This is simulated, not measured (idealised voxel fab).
The name of this process module is voxel self aligned contacts.
Shown is cross-section cut, with a width of 260 nm and square cells of size 5 nm.
Each cross-section below is a grid of square cells, stated as bands in top-down order, with one or more rows of cells making up each band. The band entry comprises the height of the band's top followed by the height of its bottom, expressed in nm, and subsequently the band's materials from left to right, each stated together with its width in nm. Where a single material is marked with the word "full width", that material fills the band from edge to edge. The word "empty" represents empty space. Heads up on the height convention: 0 is the point under which the incoming wafer is all one material, and the lowest band has no bottom, it just keeps going down, like "z 0 and below". Per-row width for "30..40": begins at first number (top row of band), ends at second number (bottom row), increment between rows held constant. "no change" for a step: no cell of the cross-section changed in that step. Empty spaces counting at least 8 cells and having no open way to the top are listed in "Sealed voids". The notation width x height at distance is used for each, the distance being from the left edge and all three values in nm. Read whatever lies past the settings on a step's line as the simulator's own remark about the step. "overlay nm" on a masked step: distance the mask lay right of its planned place, negative for left.
Process steps (planned)
1: op RECEIVE | material Si
2: op CONFORMAL_DEP | material SiO2 | thk nm 5
3: op DIRECTIONAL_DEP | material polySi | thk nm 30
4: op DIRECTIONAL_DEP | material SiN | thk nm 15
5: op MASKED_ETCH | tone cover | mask id GATE | width nm 25 | pitch nm 55 | etch materials SiN | depth nm 15 | overlay nm 0
6: op MASKED_ETCH | tone cover | mask id GATE | width nm 25 | pitch nm 55 | etch materials polySi | depth nm 30 | overlay nm 0
7: op CONFORMAL_DEP | material SiN | thk nm 5
8: op DIRECTIONAL_ETCH | etch materials SiN | depth nm 5
9: op FILL_DEP | material SiO2 | thk nm 20
10: op CMP | height nm 60
11: op PATTERN | tone open | mask id CONTACT | material resist | width nm 40 | thk nm 20 | overlay nm 0
12: op DIRECTIONAL_ETCH | etch materials SiO2 | depth nm 60
13: op STRIP | etch materials resist
14: op CONFORMAL_DEP | material TiN | thk nm 5
15: op FILL_DEP | material Ru | thk nm 5
16: op CMP | height nm 60
17: op CONFORMAL_DEP | material SiCN | thk nm 5
Shown in cross-section is the wafer as received, that is, as it stands after step 1
	z 0 and below | Si full width
	Sealed voids: none
Same starting wafer, same plan as above, one mistake in the execution; this is the cross-section at the end of the module
	z 65 to 60 | SiCN full width
	z 60 to 50 | SiO2 110  TiN 5  Ru 30  TiN 5  SiO2 110
	z 50 to 45 | SiO2 110  TiN 10  Ru 20  TiN 10  SiO2 110
	z 45 to 35 | SiO2 90  SiN 25  TiN 5  Ru 20  TiN 5  SiN 25  SiO2 90
	z 35 to 5 | SiO2 90  polySi 25  TiN 5  Ru 20  TiN 5  polySi 25  SiO2 90
	z 5 to 0 | SiO2 115  TiN 30  SiO2 115
	z 0 and below | Si full width
	Sealed voids: none
Want to know what went wrong? step 7 from the plan never happened, it was just skipped
